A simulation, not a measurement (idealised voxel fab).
This section sets out a process module, namely voxel wiring stack.
Section cut is 190 nm wide and gridded with 5 nm square cells.
A cross-section in this document is a grid of square cells, and it is written down as bands, the top band listed before the ones below it; a band is made up of one or more rows of cells. Each band's line starts with the height of the band's top and of its bottom, in nm. Then come its materials from left to right, each with its width in nm. One material with "full width" fills the band from edge to edge. "blank" is empty space. Heights from 0 (as-received wafer is one material below). Bottom band endless downward, as "top 0, no bottom". When a width is written as two numbers, as in "30..40", the first number is the width in the top row of cells of the band and the second is the width in its bottom row, and the width changes by the same amount from each row to the next. Given "nothing changed" for a step, no cell of the cross-section differs between before and after that step. Each empty space that has no open way to the top and spans at least 8 cells appears under "Closed internal cavities" as width x height at distance, the distance counted from the left edge, all in nm. Where a step's line continues beyond its settings, the continuation is a remark by the simulator itself on that step. For masked steps, "overlay nm" on the step line gives how far right of plan the mask actually lay; a minus sign means it lay to the left.

# So here's the lineup of process steps we planned
1,RECEIVE (material Si)
2,CONFORMAL_DEP (material SiO2; thk nm 10)
3,DIRECTIONAL_DEP (material TiN; thk nm 5)
4,DIRECTIONAL_DEP (material Ru; thk nm 20)
5,MASKED_ETCH (tone cover; mask id METAL_1; width nm 25; pitch nm 40; etch materials Ru; depth nm 20; overlay nm 0)
6,MASKED_ETCH (tone cover; mask id METAL_1; width nm 25; pitch nm 40; etch materials TiN; depth nm 5; overlay nm 0)
7,FILL_DEP (material SiO2; thk nm 10)
8,CMP (height nm 35)
9,CONFORMAL_DEP (material SiCN; thk nm 5)
10,DIRECTIONAL_DEP (material lowk; thk nm 30)
11,PATTERN (tone open; mask id METAL_2_HOLES; material resist; width nm 15; thk nm 20; overlay nm 0)
12,DIRECTIONAL_ETCH (etch materials lowk; depth nm 30)
13,STRIP (etch materials resist)
14,DIRECTIONAL_DEP (material aC; thk nm 10)
15,PATTERN (tone open; mask id METAL_2; material resist; width nm 25; pitch nm 40; thk nm 30; overlay nm 0)
16,DIRECTIONAL_ETCH (etch materials aC; depth nm 10)
17,STRIP (etch materials resist)
18,DIRECTIONAL_ETCH (etch materials lowk; depth nm 20)
19,DIRECTIONAL_ETCH (etch materials SiCN; depth nm 5)
20,STRIP (etch materials aC)
21,CONFORMAL_DEP (material TiN; thk nm 5)
22,FILL_DEP (material Cu; thk nm 10)
23,CMP (height nm 70)
24,CONFORMAL_DEP (material SiCN; thk nm 5)
25,DIRECTIONAL_DEP (material SiO2; thk nm 35)
26,MASKED_ETCH (tone open; mask id METAL_3; width nm 25; pitch nm 40; etch materials SiO2; depth nm 20; overlay nm 0)
27,DIRECTIONAL_DEP (material aC; thk nm 10)
28,PATTERN (tone open; mask id METAL_3_HOLES; material resist; width nm 15; pitch nm 40; thk nm 25; overlay nm 0)
29,DIRECTIONAL_ETCH (etch materials aC; depth nm 10)
30,STRIP (etch materials resist)
31,DIRECTIONAL_ETCH (etch materials SiO2; depth nm 15)
32,DIRECTIONAL_ETCH (etch materials SiCN; depth nm 5)
33,STRIP (etch materials aC)
34,CONFORMAL_DEP (material TiN; thk nm 5)
35,FILL_DEP (material Ru; thk nm 10)
36,CMP (height nm 110)
37,CONFORMAL_DEP (material SiCN; thk nm 5)
38,DIRECTIONAL_DEP (material SiO2; thk nm 25)
39,PATTERN (tone open; mask id METAL_4; material resist; width nm 25; pitch nm 40; thk nm 15; overlay nm 0)
40,DIRECTIONAL_ETCH (etch materials SiO2; depth nm 15)
41,STRIP (etch materials resist)
42,MASKED_ETCH (tone open; mask id METAL_4_HOLES; width nm 15; etch materials SiO2; depth nm 10; overlay nm 0)
43,MASKED_ETCH (tone open; mask id METAL_4_HOLES; width nm 15; etch materials SiCN; depth nm 5; overlay nm 0)
44,CONFORMAL_DEP (material TiN; thk nm 5)
45,FILL_DEP (material Cu; thk nm 5)
46,CMP (height nm 140)
47,CONFORMAL_DEP (material SiCN; thk nm 5)

# The cross-section here shows the wafer as received, i.e. in its state after step 1
    top 0, no bottom | Si full width
    Closed internal cavities: none

# The module was run from the start shown above using the plan shown above, but one mistake was made doing it; the resulting wafer cross-section is below
    top 145, bottom 140 | SiCN full width
    top 140, bottom 130 | SiO2: 60; TiN: 5; Cu: 15; TiN: 5; SiO2: 15; TiN: 5; Cu: 15; TiN: 5; SiO2: 65
    top 130, bottom 125 | SiO2: 60; TiN: 5; Cu: 5; TiN: 15; SiO2: 15; TiN: 25; SiO2: 65
    top 125, bottom 115 | SiO2: 60; TiN: 5; Cu: 5; TiN: 5; SiO2: 115
    top 115, bottom 110 | SiCN: 60; TiN: 15; SiCN: 115
    top 110, bottom 95 | SiO2: 60; TiN: 5; Ru: 15; TiN: 5; SiO2: 15; TiN: 5; Ru: 15; TiN: 5; SiO2: 65
    top 95, bottom 90 | SiO2: 60; TiN: 5; Ru: 5; TiN: 15; SiO2: 15; TiN: 5; Ru: 5; TiN: 15; SiO2: 65
    top 90, bottom 75 | SiO2: 60; TiN: 5; Ru: 5; TiN: 5; SiO2: 25; TiN: 5; Ru: 5; TiN: 5; SiO2: 75
    top 75, bottom 65 | SiCN: 60; TiN: 15..25; SiCN: 25..15; TiN: 15..25; SiCN: 75..65
    top 65, bottom 35 | lowk full width
    top 35, bottom 15 | SiO2: 60; Ru: 25; SiO2: 15; Ru: 25; SiO2: 65
    top 15, bottom 10 | SiO2: 60; TiN: 25; SiO2: 15; TiN: 25; SiO2: 65
    top 10, bottom 0 | SiO2 full width
    top 0, no bottom | Si full width
    Closed internal cavities: none
Deviation noted in wafer processing: the intended sequence of steps 9 and 10 was reversed during processing, with each occupying the position of the other
